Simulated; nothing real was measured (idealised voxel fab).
Title: Process Module voxel gate over fins
255 nm wide, 5 nm square cells: that's cross-section cut.
This document writes a cross-section as a grid whose cells are square, and gives it as bands, listed from the top down; one or more rows of cells form a band.
Look at the band entry: it leads with the top's height and the bottom's height in nm. Then it lists the materials left to right, with a width in nm for each. The word "edge to edge" on a single material says that material fills the band edge to edge. The word "air" is empty space.
Measure heights from 0. That's the level where, below it, the as-received wafer is all one material. The lowest band is bottomless and extends downward; write it as in "0 nm and below".
Width "30 to 40": first value at the band's top row of cells, second value at its bottom row, equal change from row to row.
Where the words "identical to before" appear for a step, the cross-section shows no cell changed by that step; every cell remained as before.
Heads up: "Closed void inventory" only lists the empty pockets with no open path to the top that are 8 cells or more, and it writes them as width x height at distance, distance from the left edge, in nm.
Where a step's line continues beyond its settings, the continuation is a remark by the simulator itself on that step.
Regarding "overlay nm": on a step with a mask, it is the distance the mask lay to the right of its planned place; a negative value places it to the left.

The steps planned for the process are as follows
1) RECEIVE [material Si]
2) CONFORMAL_DEP [material SiN] [thk nm 10]
3) DIRECTIONAL_DEP [material aC] [thk nm 10]
4) PATTERN [tone cover] [mask id FINS] [material resist] [width nm 15] [pitch nm 45] [thk nm 25] [overlay nm 0]
5) DIRECTIONAL_ETCH [etch materials aC] [depth nm 10]
6) STRIP [etch materials resist]
7) DIRECTIONAL_ETCH [etch materials SiN] [depth nm 10]
8) DIRECTIONAL_ETCH [etch materials Si] [depth nm 40]
9) STRIP [etch materials aC]
10) FILL_DEP [material SiO2] [thk nm 5]
11) CMP [height nm 10]
12) SELECTIVE_ETCH [etch materials SiO2] [depth nm 25]
13) STRIP [etch materials SiN]
14) CONFORMAL_DEP [material HfO2] [thk nm 5]
15) CONFORMAL_DEP [material TiN] [thk nm 5]
16) FILL_DEP [material W] [thk nm 15]
17) CMP [height nm 20]
18) CONFORMAL_DEP [material SiN] [thk nm 5]

Wafer cross-section on receipt, i.e. after step 1
- 0 nm and below: Si edge to edge
- Closed void inventory: none

What the wafer looks like in cross-section after this module, when it starts as shown above and follows the plan above but one mistake is made in running it
- 25 nm to 20 nm: SiN edge to edge
- 20 nm to 5 nm: W edge to edge
- 5 nm to 0 nm: W 70 nm | TiN 25 nm | W 20 nm | TiN 25 nm | W 20 nm | TiN 25 nm | W 70 nm
- 0 nm to -10 nm: W 70 nm | TiN 5 nm | Si 15 nm | TiN 5 nm | W 20 nm | TiN 5 nm | Si 15 nm | TiN 5 nm | W 20 nm | TiN 5 nm | Si 15 nm | TiN 5 nm | W 70 nm
- -10 nm to -15 nm: TiN 75 nm | Si 15 nm | TiN 30 nm | Si 15 nm | TiN 30 nm | Si 15 nm | TiN 75 nm
- -15 nm to -40 nm: SiO2 75 nm | Si 15 nm | SiO2 30 nm | Si 15 nm | SiO2 30 nm | Si 15 nm | SiO2 75 nm
- -40 nm and below: Si edge to edge
- Closed void inventory: none
What was the processing mistake? step 14 in the plan did not get run; it was skipped
